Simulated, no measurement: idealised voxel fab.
The name of this process module is voxel self aligned contacts.
FYI the section here is cut, 285 nm wide, cells are 5 nm squares.
How to read a cross-section here: the picture is a grid of square cells, written as bands going from the top down, and any band can span one or more rows of cells.
A band entry consists of two parts. The first gives the height of the band's top and the height of its bottom, in nm. The rest lists the band's materials from left to right, each with its width in nm. A single material labelled with the word "everywhere" fills the band from edge to edge, and the word "air" marks empty space.
Convention: height 0 is the level below which the wafer, as received, is all one material. The lowest band does not terminate at the bottom but continues downward, represented as "0 nm and below".
The two numbers in a width such as "30..40" mark its ends across the band: the first belongs to the top row of cells, the second to the bottom row, and from each row to the next the width moves by the same amount.
"no change" means the step left every cell of the cross-section as it was.
Entry "Enclosed void list". Content: empty spaces with no open connection to the top, size 8 cells or greater. Each: width x height at distance. Distance: from left edge. Unit: nm.
Past the settings on a step's line: simulator remark, on that step.
"overlay nm", when on a step's line for a step with a mask, measures how far to the right of its planned place the mask lay; a negative measure means to the left.
How should the pairs below be read? Each gives the cross-section before one process step and the cross-section after it, the latter drawn only to the lowest band that changed; the step that lies between them, with its settings, appears under the pair. Does a pair pick up where the pair above left off? Only where its entry headed "State before" says so, since pairs can come from different runs of this module on the same starting wafer.
-- State before
	0 nm and below: Si everywhere
	Enclosed void list: none
-- Section, Post-Step
	0 nm to -5 nm: SiO2 everywhere
	Under the height -5 nothing was changed.
	Enclosed void list: none
Between the two cross-sections you see above, the step is OXIDIZE,depth nm 5
State before: check the pair just above; its after cross-section is our before state.
-- Section, Post-Step
	20 nm to 0 nm: polySi everywhere
	Under the height 0 nothing was changed.
	Enclosed void list: none
Between the two cross-sections you see above, the step is DIRECTIONAL_DEP,material polySi,thk nm 20
State before: check the pair just above; its after cross-section is our before state.
-- Section, Post-Step
	40 nm to 20 nm: SiN everywhere
	Under the height 20 nothing was changed.
	Enclosed void list: none
Between the two cross-sections you see above, the step is DIRECTIONAL_DEP,material SiN,thk nm 20
State before: check the pair just above; its after cross-section is our before state.
-- Section, Post-Step
	50 nm to 40 nm: aC everywhere
	Under the height 40 nothing was changed.
	Enclosed void list: none
Between the two cross-sections you see above, the step is DIRECTIONAL_DEP,material aC,thk nm 10
State before: check the pair just above; its after cross-section is our before state.
-- Section, Post-Step
	80 nm to 50 nm: air (75) / resist (25) / air (30) / resist (25) / air (30) / resist (25) / air (75)
	Under the height 50 nothing was changed.
	Enclosed void list: none
Between the two cross-sections you see above, the step is PATTERN,tone cover,mask id GATE,material resist,width nm 25,pitch nm 55,thk nm 30,overlay nm 0
State before: check the pair just above; its after cross-section is our before state.
-- Section, Post-Step
	70 nm to 50 nm: air (75) / resist (25) / air (30) / resist (25) / air (30) / resist (25) / air (75)
	50 nm to 40 nm: air (75) / aC (25) / air (30) / aC (25) / air (30) / aC (25) / air (75)
	Under the height 40 nothing was changed.
	Enclosed void list: none
Between the two cross-sections you see above, the step is DIRECTIONAL_ETCH,etch materials aC,depth nm 10
State before: check the pair just above; its after cross-section is our before state.
-- Section, Post-Step
	50 nm to 40 nm: air (75) / aC (25) / air (30) / aC (25) / air (30) / aC (25) / air (75)
	Under the height 40 nothing was changed.
	Enclosed void list: none
Between the two cross-sections you see above, the step is STRIP,etch materials resist
State before: check the pair just above; its after cross-section is our before state.
-- Section, Post-Step
	50 nm to 40 nm: air (75) / aC (25) / air (30) / aC (25) / air (30) / aC (25) / air (75)
	40 nm to 20 nm: air (75) / SiN (25) / air (30) / SiN (25) / air (30) / SiN (25) / air (75)
	Under the height 20 nothing was changed.
	Enclosed void list: none
Between the two cross-sections you see above, the step is DIRECTIONAL_ETCH,etch materials SiN,depth nm 20
State before: check the pair just above; its after cross-section is our before state.
-- Section, Post-Step
	50 nm to 40 nm: air (75) / aC (25) / air (30) / aC (25) / air (30) / aC (25) / air (75)
	40 nm to 20 nm: air (75) / SiN (25) / air (30) / SiN (25) / air (30) / SiN (25) / air (75)
	20 nm to 0 nm: air (75) / polySi (25) / air (30) / polySi (25) / air (30) / polySi (25) / air (75)
	Under the height 0 nothing was changed.
	Enclosed void list: none
Between the two cross-sections you see above, the step is DIRECTIONAL_ETCH,etch materials polySi,depth nm 20
State before: check the pair just above; its after cross-section is our before state.
-- Section, Post-Step
	40 nm to 20 nm: air (75) / SiN (25) / air (30) / SiN (25) / air (30) / SiN (25) / air (75)
	Under the height 20 nothing was changed.
	Enclosed void list: none
Between the two cross-sections you see above, the step is STRIP,etch materials aC
State before: check the pair just above; its after cross-section is our before state.
-- Section, Post-Step
	45 nm to 20 nm: air (70) / SiN (35) / air (20) / SiN (35) / air (20) / SiN (35) / air (70)
	20 nm to 5 nm: air (70) / SiN (5) / polySi (25) / SiN (5) / air (20) / SiN (5) / polySi (25) / SiN (5) / air (20) / SiN (5) / polySi (25) / SiN (5) / air (70)
	5 nm to 0 nm: SiN (75) / polySi (25) / SiN (30) / polySi (25) / SiN (30) / polySi (25) / SiN (75)
	Under the height 0 nothing was changed.
	Enclosed void list: none
Between the two cross-sections you see above, the step is CONFORMAL_DEP,material SiN,thk nm 5
State before: check the pair just above; its after cross-section is our before state.
-- Section, Post-Step
	40 nm to 20 nm: air (70) / SiN (35) / air (20) / SiN (35) / air (20) / SiN (35) / air (70)
	20 nm to 0 nm: air (70) / SiN (5) / polySi (25) / SiN (5) / air (20) / SiN (5) / polySi (25) / SiN (5) / air (20) / SiN (5) / polySi (25) / SiN (5) / air (70)
	Under the height 0 nothing was changed.
	Enclosed void list: none
Between the two cross-sections you see above, the step is DIRECTIONAL_ETCH,etch materials SiN,depth nm 5
State before: check the pair just above; its after cross-section is our before state.
-- Section, Post-Step
	50 nm to 40 nm: SiO2 everywhere
	40 nm to 20 nm: SiO2 (70) / SiN (35) / SiO2 (20) / SiN (35) / SiO2 (20) / SiN (35) / SiO2 (70)
	20 nm to 0 nm: SiO2 (70) / SiN (5) / polySi (25) / SiN (5) / SiO2 (20) / SiN (5) / polySi (25) / SiN (5) / SiO2 (20) / SiN (5) / polySi (25) / SiN (5) / SiO2 (70)
	Under the height 0 nothing was changed.
	Enclosed void list: none
Between the two cross-sections you see above, the step is FILL_DEP,material SiO2,thk nm 10
State before: check the pair just above; its after cross-section is our before state.
-- Section, Post-Step
	45 nm to 40 nm: SiO2 everywhere
	Under the height 40 nothing was changed.
	Enclosed void list: none
Between the two cross-sections you see above, the step is CMP,height nm 45
State before: check the pair just above; its after cross-section is our before state.
-- Section, Post-Step
	60 nm to 45 nm: resist (95) / air (40) / resist (15) / air (40) / resist (95)
	Under the height 45 nothing was changed.
	Enclosed void list: none
Between the two cross-sections you see above, the step is PATTERN,tone open,mask id CONTACT,material resist,width nm 40,pitch nm 55,thk nm 15,overlay nm 0
State before: check the pair just above; its after cross-section is our before state.
-- Section, Post-Step
	60 nm to 45 nm: resist (95) / air (40) / resist (15) / air (40) / resist (95)
	45 nm to 40 nm: SiO2 (95) / air (40) / SiO2 (15) / air (40) / SiO2 (95)
	40 nm to 20 nm: SiO2 (70) / SiN (35) / air (20) / SiN (35) / air (20) / SiN (35) / SiO2 (70)
	20 nm to 0 nm: SiO2 (70) / SiN (5) / polySi (25) / SiN (5) / air (20) / SiN (5) / polySi (25) / SiN (5) / air (20) / SiN (5) / polySi (25) / SiN (5) / SiO2 (70)
	0 nm to -5 nm: SiO2 (105) / air (20) / SiO2 (35) / air (20) / SiO2 (105)
	Under the height -5 nothing was changed.
	Enclosed void list: none
Between the two cross-sections you see above, the step is DIRECTIONAL_ETCH,etch materials SiO2,depth nm 50
State before: check the pair just above; its after cross-section is our before state.
-- Section, Post-Step
	45 nm to 40 nm: SiO2 (95) / air (40) / SiO2 (15) / air (40) / SiO2 (95)
	Under the height 40 nothing was changed.
	Enclosed void list: none
Between the two cross-sections you see above, the step is STRIP,etch materials resist
State before: check the pair just above; its after cross-section is our before state.
-- Section, Post-Step
	50 nm to 45 nm: TiN (100) / air (30) / TiN (25) / air (30) / TiN (100)
	45 nm to 40 nm: SiO2 (95) / TiN (15) / air (10) / TiN (15) / SiO2 (15) / TiN (15) / air (10) / TiN (15) / SiO2 (95)
	40 nm to 20 nm: SiO2 (70) / SiN (35) / TiN (5) / air (10) / TiN (5) / SiN (35) / TiN (5) / air (10) / TiN (5) / SiN (35) / SiO2 (70)
	20 nm to 0 nm: SiO2 (70) / SiN (5) / polySi (25) / SiN (5) / TiN (5) / air (10) / TiN (5) / SiN (5) / polySi (25) / SiN (5) / TiN (5) / air (10) / TiN (5) / SiN (5) / polySi (25) / SiN (5) / SiO2 (70)
	0 nm to -5 nm: SiO2 (105) / TiN (20) / SiO2 (35) / TiN (20) / SiO2 (105)
	Under the height -5 nothing was changed.
	Enclosed void list: none
Between the two cross-sections you see above, the step is CONFORMAL_DEP,material TiN,thk nm 5
State before: check the pair just above; its after cross-section is our before state.
-- Section, Post-Step
	55 nm to 50 nm: W everywhere
	50 nm to 45 nm: TiN (100) / W (30) / TiN (25) / W (30) / TiN (100)
	45 nm to 40 nm: SiO2 (95) / TiN (15) / W (10) / TiN (15) / SiO2 (15) / TiN (15) / W (10) / TiN (15) / SiO2 (95)
	40 nm to 20 nm: SiO2 (70) / SiN (35) / TiN (5) / W (10) / TiN (5) / SiN (35) / TiN (5) / W (10) / TiN (5) / SiN (35) / SiO2 (70)
	20 nm to 0 nm: SiO2 (70) / SiN (5) / polySi (25) / SiN (5) / TiN (5) / W (10) / TiN (5) / SiN (5) / polySi (25) / SiN (5) / TiN (5) / W (10) / TiN (5) / SiN (5) / polySi (25) / SiN (5) / SiO2 (70)
	Under the height 0 nothing was changed.
	Enclosed void list: none
Between the two cross-sections you see above, the step is FILL_DEP,material W,thk nm 5
State before: check the pair just above; its after cross-section is our before state.
-- Section, Post-Step
	45 nm to 40 nm: SiO2 (95) / TiN (15) / W (10) / TiN (15) / SiO2 (15) / TiN (15) / W (10) / TiN (15) / SiO2 (95)
	Under the height 40 nothing was changed.
	Enclosed void list: none
Between the two cross-sections you see above, the step is CMP,height nm 45
State before: check the pair just above; its after cross-section is our before state.
-- Section, Post-Step
	50 nm to 45 nm: SiCN everywhere
	Under the height 45 nothing was changed.
	Enclosed void list: none
Between the two cross-sections you see above, the step is CONFORMAL_DEP,material SiCN,thk nm 5
-- State before
	0 nm and below: Si everywhere
	Enclosed void list: none
-- Section, Post-Step
	20 nm to 0 nm: polySi everywhere
	Under the height 0 nothing was changed.
	Enclosed void list: none
Between the two cross-sections you see above, the step is DIRECTIONAL_DEP,material polySi,thk nm 20
State before: check the pair just above; its after cross-section is our before state.
-- Section, Post-Step
	40 nm to 20 nm: SiN everywhere
	Under the height 20 nothing was changed.
	Enclosed void list: none
Between the two cross-sections you see above, the step is DIRECTIONAL_DEP,material SiN,thk nm 20
State before: check the pair just above; its after cross-section is our before state.
-- Section, Post-Step
	50 nm to 40 nm: aC everywhere
	Under the height 40 nothing was changed.
	Enclosed void list: none
Between the two cross-sections you see above, the step is DIRECTIONAL_DEP,material aC,thk nm 10
State before: check the pair just above; its after cross-section is our before state.
-- Section, Post-Step
	80 nm to 50 nm: air (75) / resist (25) / air (30) / resist (25) / air (30) / resist (25) / air (75)
	Under the height 50 nothing was changed.
	Enclosed void list: none
Between the two cross-sections you see above, the step is PATTERN,tone cover,mask id GATE,material resist,width nm 25,pitch nm 55,thk nm 30,overlay nm 0
State before: check the pair just above; its after cross-section is our before state.
-- Section, Post-Step
	70 nm to 50 nm: air (75) / resist (25) / air (30) / resist (25) / air (30) / resist (25) / air (75)
	50 nm to 40 nm: air (75) / aC (25) / air (30) / aC (25) / air (30) / aC (25) / air (75)
	Under the height 40 nothing was changed.
	Enclosed void list: none
Between the two cross-sections you see above, the step is DIRECTIONAL_ETCH,etch materials aC,depth nm 10
State before: check the pair just above; its after cross-section is our before state.
-- Section, Post-Step
	50 nm to 40 nm: air (75) / aC (25) / air (30) / aC (25) / air (30) / aC (25) / air (75)
	Under the height 40 nothing was changed.
	Enclosed void list: none
Between the two cross-sections you see above, the step is STRIP,etch materials resist
State before: check the pair just above; its after cross-section is our before state.
-- Section, Post-Step
	50 nm to 40 nm: air (75) / aC (25) / air (30) / aC (25) / air (30) / aC (25) / air (75)
	40 nm to 20 nm: air (75) / SiN (25) / air (30) / SiN (25) / air (30) / SiN (25) / air (75)
	Under the height 20 nothing was changed.
	Enclosed void list: none
Between the two cross-sections you see above, the step is DIRECTIONAL_ETCH,etch materials SiN,depth nm 20
State before: check the pair just above; its after cross-section is our before state.
-- Section, Post-Step
	50 nm to 40 nm: air (75) / aC (25) / air (30) / aC (25) / air (30) / aC (25) / air (75)
	40 nm to 20 nm: air (75) / SiN (25) / air (30) / SiN (25) / air (30) / SiN (25) / air (75)
	20 nm to 0 nm: air (75) / polySi (25) / air (30) / polySi (25) / air (30) / polySi (25) / air (75)
	Under the height 0 nothing was changed.
	Enclosed void list: none
Between the two cross-sections you see above, the step is DIRECTIONAL_ETCH,etch materials polySi,depth nm 20
State before: check the pair just above; its after cross-section is our before state.
-- Section, Post-Step
	40 nm to 20 nm: air (75) / SiN (25) / air (30) / SiN (25) / air (30) / SiN (25) / air (75)
	Under the height 20 nothing was changed.
	Enclosed void list: none
Between the two cross-sections you see above, the step is STRIP,etch materials aC
State before: check the pair just above; its after cross-section is our before state.
-- Section, Post-Step
	45 nm to 20 nm: air (70) / SiN (35) / air (20) / SiN (35) / air (20) / SiN (35) / air (70)
	20 nm to 5 nm: air (70) / SiN (5) / polySi (25) / SiN (5) / air (20) / SiN (5) / polySi (25) / SiN (5) / air (20) / SiN (5) / polySi (25) / SiN (5) / air (70)
	5 nm to 0 nm: SiN (75) / polySi (25) / SiN (30) / polySi (25) / SiN (30) / polySi (25) / SiN (75)
	Under the height 0 nothing was changed.
	Enclosed void list: none
Between the two cross-sections you see above, the step is CONFORMAL_DEP,material SiN,thk nm 5
State before: check the pair just above; its after cross-section is our before state.
-- Section, Post-Step
	40 nm to 20 nm: air (70) / SiN (35) / air (20) / SiN (35) / air (20) / SiN (35) / air (70)
	20 nm to 0 nm: air (70) / SiN (5) / polySi (25) / SiN (5) / air (20) / SiN (5) / polySi (25) / SiN (5) / air (20) / SiN (5) / polySi (25) / SiN (5) / air (70)
	Under the height 0 nothing was changed.
	Enclosed void list: none
Between the two cross-sections you see above, the step is DIRECTIONAL_ETCH,etch materials SiN,depth nm 5
State before: check the pair just above; its after cross-section is our before state.
-- Section, Post-Step
	50 nm to 40 nm: SiO2 everywhere
	40 nm to 20 nm: SiO2 (70) / SiN (35) / SiO2 (20) / SiN (35) / SiO2 (20) / SiN (35) / SiO2 (70)
	20 nm to 0 nm: SiO2 (70) / SiN (5) / polySi (25) / SiN (5) / SiO2 (20) / SiN (5) / polySi (25) / SiN (5) / SiO2 (20) / SiN (5) / polySi (25) / SiN (5) / SiO2 (70)
	Under the height 0 nothing was changed.
	Enclosed void list: none
Between the two cross-sections you see above, the step is FILL_DEP,material SiO2,thk nm 10
State before: check the pair just above; its after cross-section is our before state.
-- Section, Post-Step
	45 nm to 40 nm: SiO2 everywhere
	Under the height 40 nothing was changed.
	Enclosed void list: none
Between the two cross-sections you see above, the step is CMP,height nm 45
State before: check the pair just above; its after cross-section is our before state.
-- Section, Post-Step
	60 nm to 45 nm: resist (95) / air (40) / resist (15) / air (40) / resist (95)
	Under the height 45 nothing was changed.
	Enclosed void list: none
Between the two cross-sections you see above, the step is PATTERN,tone open,mask id CONTACT,material resist,width nm 40,pitch nm 55,thk nm 15,overlay nm 0
State before: check the pair just above; its after cross-section is our before state.
-- Section, Post-Step
	60 nm to 45 nm: resist (95) / air (40) / resist (15) / air (40) / resist (95)
	45 nm to 40 nm: SiO2 (95) / air (40) / SiO2 (15) / air (40) / SiO2 (95)
	40 nm to 20 nm: SiO2 (70) / SiN (35) / air (20) / SiN (35) / air (20) / SiN (35) / SiO2 (70)
	20 nm to 0 nm: SiO2 (70) / SiN (5) / polySi (25) / SiN (5) / air (20) / SiN (5) / polySi (25) / SiN (5) / air (20) / SiN (5) / polySi (25) / SiN (5) / SiO2 (70)
	Under the height 0 nothing was changed.
	Enclosed void list: none
Between the two cross-sections you see above, the step is DIRECTIONAL_ETCH,etch materials SiO2,depth nm 50
State before: check the pair just above; its after cross-section is our before state.
-- Section, Post-Step
	45 nm to 40 nm: SiO2 (95) / air (40) / SiO2 (15) / air (40) / SiO2 (95)
	Under the height 40 nothing was changed.
	Enclosed void list: none
Between the two cross-sections you see above, the step is STRIP,etch materials resist
State before: check the pair just above; its after cross-section is our before state.
-- Section, Post-Step
	50 nm to 45 nm: TiN (100) / air (30) / TiN (25) / air (30) / TiN (100)
	45 nm to 40 nm: SiO2 (95) / TiN (15) / air (10) / TiN (15) / SiO2 (15) / TiN (15) / air (10) / TiN (15) / SiO2 (95)
	40 nm to 20 nm: SiO2 (70) / SiN (35) / TiN (5) / air (10) / TiN (5) / SiN (35) / TiN (5) / air (10) / TiN (5) / SiN (35) / SiO2 (70)
	20 nm to 5 nm: SiO2 (70) / SiN (5) / polySi (25) / SiN (5) / TiN (5) / air (10) / TiN (5) / SiN (5) / polySi (25) / SiN (5) / TiN (5) / air (10) / TiN (5) / SiN (5) / polySi (25) / SiN (5) / SiO2 (70)
	5 nm to 0 nm: SiO2 (70) / SiN (5) / polySi (25) / SiN (5) / TiN (20) / SiN (5) / polySi (25) / SiN (5) / TiN (20) / SiN (5) / polySi (25) / SiN (5) / SiO2 (70)
	Under the height 0 nothing was changed.
	Enclosed void list: none
Between the two cross-sections you see above, the step is CONFORMAL_DEP,material TiN,thk nm 5
State before: check the pair just above; its after cross-section is our before state.
-- Section, Post-Step
	55 nm to 50 nm: W everywhere
	50 nm to 45 nm: TiN (100) / W (30) / TiN (25) / W (30) / TiN (100)
	45 nm to 40 nm: SiO2 (95) / TiN (15) / W (10) / TiN (15) / SiO2 (15) / TiN (15) / W (10) / TiN (15) / SiO2 (95)
	40 nm to 20 nm: SiO2 (70) / SiN (35) / TiN (5) / W (10) / TiN (5) / SiN (35) / TiN (5) / W (10) / TiN (5) / SiN (35) / SiO2 (70)
	20 nm to 5 nm: SiO2 (70) / SiN (5) / polySi (25) / SiN (5) / TiN (5) / W (10) / TiN (5) / SiN (5) / polySi (25) / SiN (5) / TiN (5) / W (10) / TiN (5) / SiN (5) / polySi (25) / SiN (5) / SiO2 (70)
	Under the height 5 nothing was changed.
	Enclosed void list: none
Between the two cross-sections you see above, the step is FILL_DEP,material W,thk nm 5
State before: check the pair just above; its after cross-section is our before state.
-- Section, Post-Step
	45 nm to 40 nm: SiO2 (95) / TiN (15) / W (10) / TiN (15) / SiO2 (15) / TiN (15) / W (10) / TiN (15) / SiO2 (95)
	Under the height 40 nothing was changed.
	Enclosed void list: none
Between the two cross-sections you see above, the step is CMP,height nm 45
State before: check the pair just above; its after cross-section is our before state.
-- Section, Post-Step
	50 nm to 45 nm: SiCN everywhere
	Under the height 45 nothing was changed.
	Enclosed void list: none
Between the two cross-sections you see above, the step is CONFORMAL_DEP,material SiCN,thk nm 5
-- State before
	40 nm to 20 nm: SiN everywhere
	20 nm to 0 nm: polySi everywhere
	0 nm to -5 nm: SiO2 everywhere
	-5 nm and below: Si everywhere
	Enclosed void list: none
-- Section, Post-Step
	60 nm to 20 nm: SiN everywhere
	Under the height 20 nothing was changed.
	Enclosed void list: none
Between the two cross-sections you see above, the step is DIRECTIONAL_DEP,material SiN,thk nm 20
State before: check the pair just above; its after cross-section is our before state.
-- Section, Post-Step
	70 nm to 60 nm: aC everywhere
	Under the height 60 nothing was changed.
	Enclosed void list: none
Between the two cross-sections you see above, the step is DIRECTIONAL_DEP,material aC,thk nm 10
State before: check the pair just above; its after cross-section is our before state.
-- Section, Post-Step
	100 nm to 70 nm: air (75) / resist (25) / air (30) / resist (25) / air (30) / resist (25) / air (75)
	Under the height 70 nothing was changed.
	Enclosed void list: none
Between the two cross-sections you see above, the step is PATTERN,tone cover,mask id GATE,material resist,width nm 25,pitch nm 55,thk nm 30,overlay nm 0
State before: check the pair just above; its after cross-section is our before state.
-- Section, Post-Step
	90 nm to 70 nm: air (75) / resist (25) / air (30) / resist (25) / air (30) / resist (25) / air (75)
	70 nm to 60 nm: air (75) / aC (25) / air (30) / aC (25) / air (30) / aC (25) / air (75)
	Under the height 60 nothing was changed.
	Enclosed void list: none
Between the two cross-sections you see above, the step is DIRECTIONAL_ETCH,etch materials aC,depth nm 10
State before: check the pair just above; its after cross-section is our before state.
-- Section, Post-Step
	70 nm to 60 nm: air (75) / aC (25) / air (30) / aC (25) / air (30) / aC (25) / air (75)
	Under the height 60 nothing was changed.
	Enclosed void list: none
Between the two cross-sections you see above, the step is STRIP,etch materials resist
State before: check the pair just above; its after cross-section is our before state.
-- Section, Post-Step
	70 nm to 60 nm: air (75) / aC (25) / air (30) / aC (25) / air (30) / aC (25) / air (75)
	60 nm to 40 nm: air (75) / SiN (25) / air (30) / SiN (25) / air (30) / SiN (25) / air (75)
	Under the height 40 nothing was changed.
	Enclosed void list: none
Between the two cross-sections you see above, the step is DIRECTIONAL_ETCH,etch materials SiN,depth nm 20
State before: check the pair just above; its after cross-section is our before state.
-- Section, Post-Step
	60 nm to 40 nm: air (75) / SiN (25) / air (30) / SiN (25) / air (30) / SiN (25) / air (75)
	Under the height 40 nothing was changed.
	Enclosed void list: none
Between the two cross-sections you see above, the step is STRIP,etch materials aC
State before: check the pair just above; its after cross-section is our before state.
-- Section, Post-Step
	65 nm to 45 nm: air (70) / SiN (35) / air (20) / SiN (35) / air (20) / SiN (35) / air (70)
	45 nm to 20 nm: SiN everywhere
	Under the height 20 nothing was changed.
	Enclosed void list: none
Between the two cross-sections you see above, the step is CONFORMAL_DEP,material SiN,thk nm 5
State before: check the pair just above; its after cross-section is our before state.
-- Section, Post-Step
	60 nm to 40 nm: air (70) / SiN (35) / air (20) / SiN (35) / air (20) / SiN (35) / air (70)
	Under the height 40 nothing was changed.
	Enclosed void list: none
Between the two cross-sections you see above, the step is DIRECTIONAL_ETCH,etch materials SiN,depth nm 5
State before: check the pair just above; its after cross-section is our before state.
-- Section, Post-Step
	70 nm to 60 nm: SiO2 everywhere
	60 nm to 40 nm: SiO2 (70) / SiN (35) / SiO2 (20) / SiN (35) / SiO2 (20) / SiN (35) / SiO2 (70)
	Under the height 40 nothing was changed.
	Enclosed void list: none
Between the two cross-sections you see above, the step is FILL_DEP,material SiO2,thk nm 10
State before: check the pair just above; its after cross-section is our before state.
-- Section, Post-Step
	45 nm to 40 nm: SiO2 (70) / SiN (35) / SiO2 (20) / SiN (35) / SiO2 (20) / SiN (35) / SiO2 (70)
	Under the height 40 nothing was changed.
	Enclosed void list: none
Between the two cross-sections you see above, the step is CMP,height nm 45
State before: check the pair just above; its after cross-section is our before state.
-- Section, Post-Step
	60 nm to 45 nm: resist (95) / air (40) / resist (15) / air (40) / resist (95)
	Under the height 45 nothing was changed.
	Enclosed void list: none
Between the two cross-sections you see above, the step is PATTERN,tone open,mask id CONTACT,material resist,width nm 40,pitch nm 55,thk nm 15,overlay nm 0
State before: check the pair just above; its after cross-section is our before state.
-- Section, Post-Step
	60 nm to 45 nm: resist (95) / air (40) / resist (15) / air (40) / resist (95)
	45 nm to 40 nm: SiO2 (70) / SiN (35) / air (20) / SiN (35) / air (20) / SiN (35) / SiO2 (70)
	Under the height 40 nothing was changed.
	Enclosed void list: none
Between the two cross-sections you see above, the step is DIRECTIONAL_ETCH,etch materials SiO2,depth nm 50
State before: check the pair just above; its after cross-section is our before state.
-- Section, Post-Step
	45 nm to 40 nm: SiO2 (70) / SiN (35) / air (20) / SiN (35) / air (20) / SiN (35) / SiO2 (70)
	Under the height 40 nothing was changed.
	Enclosed void list: none
Between the two cross-sections you see above, the step is STRIP,etch materials resist
State before: check the pair just above; its after cross-section is our before state.
-- Section, Post-Step
	50 nm to 45 nm: TiN (110) / air (10) / TiN (45) / air (10) / TiN (110)
	45 nm to 40 nm: SiO2 (70) / SiN (35) / TiN (20) / SiN (35) / TiN (20) / SiN (35) / SiO2 (70)
	Under the height 40 nothing was changed.
	Enclosed void list: none
Between the two cross-sections you see above, the step is CONFORMAL_DEP,material TiN,thk nm 5
State before: check the pair just above; its after cross-section is our before state.
-- Section, Post-Step
	55 nm to 50 nm: W everywhere
	50 nm to 45 nm: TiN (110) / W (10) / TiN (45) / W (10) / TiN (110)
	Under the height 45 nothing was changed.
	Enclosed void list: none
Between the two cross-sections you see above, the step is FILL_DEP,material W,thk nm 5
State before: check the pair just above; its after cross-section is our before state.
-- Section, Post-Step
	45 nm to 40 nm: SiO2 (70) / SiN (35) / TiN (20) / SiN (35) / TiN (20) / SiN (35) / SiO2 (70)
	Under the height 40 nothing was changed.
	Enclosed void list: none
Between the two cross-sections you see above, the step is CMP,height nm 45
State before: check the pair just above; its after cross-section is our before state.
-- Section, Post-Step
	50 nm to 45 nm: SiCN everywhere
	Under the height 45 nothing was changed.
	Enclosed void list: none
Between the two cross-sections you see above, the step is CONFORMAL_DEP,material SiCN,thk nm 5
-- State before
	40 nm to 20 nm: air (75) / SiN (25) / air (30) / SiN (25) / air (30) / SiN (25) / air (75)
	20 nm to 0 nm: air (75) / polySi (25) / air (30) / polySi (25) / air (30) / polySi (25) / air (75)
	0 nm to -5 nm: SiO2 everywhere
	-5 nm and below: Si everywhere
	Enclosed void list: none
-- Section, Post-Step
	35 nm to 20 nm: air (75) / SiN (25) / air (30) / SiN (25) / air (30) / SiN (25) / air (75)
	Under the height 20 nothing was changed.
	Enclosed void list: none
Between the two cross-sections you see above, the step is DIRECTIONAL_ETCH,etch materials SiN,depth nm 5
State before: check the pair just above; its after cross-section is our before state.
-- Section, Post-Step
	40 nm to 20 nm: air (70) / SiN (35) / air (20) / SiN (35) / air (20) / SiN (35) / air (70)
	20 nm to 5 nm: air (70) / SiN (5) / polySi (25) / SiN (5) / air (20) / SiN (5) / polySi (25) / SiN (5) / air (20) / SiN (5) / polySi (25) / SiN (5) / air (70)
	5 nm to 0 nm: SiN (75) / polySi (25) / SiN (30) / polySi (25) / SiN (30) / polySi (25) / SiN (75)
	Under the height 0 nothing was changed.
	Enclosed void list: none
Between the two cross-sections you see above, the step is CONFORMAL_DEP,material SiN,thk nm 5
State before: check the pair just above; its after cross-section is our before state.
-- Section, Post-Step
	50 nm to 40 nm: SiO2 everywhere
	40 nm to 20 nm: SiO2 (70) / SiN (35) / SiO2 (20) / SiN (35) / SiO2 (20) / SiN (35) / SiO2 (70)
	20 nm to 5 nm: SiO2 (70) / SiN (5) / polySi (25) / SiN (5) / SiO2 (20) / SiN (5) / polySi (25) / SiN (5) / SiO2 (20) / SiN (5) / polySi (25) / SiN (5) / SiO2 (70)
	Under the height 5 nothing was changed.
	Enclosed void list: none
Between the two cross-sections you see above, the step is FILL_DEP,material SiO2,thk nm 10
State before: check the pair just above; its after cross-section is our before state.
-- Section, Post-Step
	45 nm to 40 nm: SiO2 everywhere
	Under the height 40 nothing was changed.
	Enclosed void list: none
Between the two cross-sections you see above, the step is CMP,height nm 45
State before: check the pair just above; its after cross-section is our before state.
-- Section, Post-Step
	60 nm to 45 nm: resist (95) / air (40) / resist (15) / air (40) / resist (95)
	Under the height 45 nothing was changed.
	Enclosed void list: none
Between the two cross-sections you see above, the step is PATTERN,tone open,mask id CONTACT,material resist,width nm 40,pitch nm 55,thk nm 15,overlay nm 0
State before: check the pair just above; its after cross-section is our before state.
-- Section, Post-Step
	60 nm to 45 nm: resist (95) / air (40) / resist (15) / air (40) / resist (95)
	45 nm to 40 nm: SiO2 (95) / air (40) / SiO2 (15) / air (40) / SiO2 (95)
	40 nm to 20 nm: SiO2 (70) / SiN (35) / air (20) / SiN (35) / air (20) / SiN (35) / SiO2 (70)
	20 nm to 5 nm: SiO2 (70) / SiN (5) / polySi (25) / SiN (5) / air (20) / SiN (5) / polySi (25) / SiN (5) / air (20) / SiN (5) / polySi (25) / SiN (5) / SiO2 (70)
	Under the height 5 nothing was changed.
	Enclosed void list: none
Between the two cross-sections you see above, the step is DIRECTIONAL_ETCH,etch materials SiO2,depth nm 50
State before: check the pair just above; its after cross-section is our before state.
-- Section, Post-Step
	45 nm to 40 nm: SiO2 (95) / air (40) / SiO2 (15) / air (40) / SiO2 (95)
	Under the height 40 nothing was changed.
	Enclosed void list: none
Between the two cross-sections you see above, the step is STRIP,etch materials resist
State before: check the pair just above; its after cross-section is our before state.
-- Section, Post-Step
	50 nm to 45 nm: TiN (100) / air (30) / TiN (25) / air (30) / TiN (100)
	45 nm to 40 nm: SiO2 (95) / TiN (15) / air (10) / TiN (15) / SiO2 (15) / TiN (15) / air (10) / TiN (15) / SiO2 (95)
	40 nm to 20 nm: SiO2 (70) / SiN (35) / TiN (5) / air (10) / TiN (5) / SiN (35) / TiN (5) / air (10) / TiN (5) / SiN (35) / SiO2 (70)
	20 nm to 10 nm: SiO2 (70) / SiN (5) / polySi (25) / SiN (5) / TiN (5) / air (10) / TiN (5) / SiN (5) / polySi (25) / SiN (5) / TiN (5) / air (10) / TiN (5) / SiN (5) / polySi (25) / SiN (5) / SiO2 (70)
	10 nm to 5 nm: SiO2 (70) / SiN (5) / polySi (25) / SiN (5) / TiN (20) / SiN (5) / polySi (25) / SiN (5) / TiN (20) / SiN (5) / polySi (25) / SiN (5) / SiO2 (70)
	Under the height 5 nothing was changed.
	Enclosed void list: none
Between the two cross-sections you see above, the step is CONFORMAL_DEP,material TiN,thk nm 5
State before: check the pair just above; its after cross-section is our before state.
-- Section, Post-Step
	55 nm to 50 nm: W everywhere
	50 nm to 45 nm: TiN (100) / W (30) / TiN (25) / W (30) / TiN (100)
	45 nm to 40 nm: SiO2 (95) / TiN (15) / W (10) / TiN (15) / SiO2 (15) / TiN (15) / W (10) / TiN (15) / SiO2 (95)
	40 nm to 20 nm: SiO2 (70) / SiN (35) / TiN (5) / W (10) / TiN (5) / SiN (35) / TiN (5) / W (10) / TiN (5) / SiN (35) / SiO2 (70)
	20 nm to 10 nm: SiO2 (70) / SiN (5) / polySi (25) / SiN (5) / TiN (5) / W (10) / TiN (5) / SiN (5) / polySi (25) / SiN (5) / TiN (5) / W (10) / TiN (5) / SiN (5) / polySi (25) / SiN (5) / SiO2 (70)
	Under the height 10 nothing was changed.
	Enclosed void list: none
Between the two cross-sections you see above, the step is FILL_DEP,material W,thk nm 5
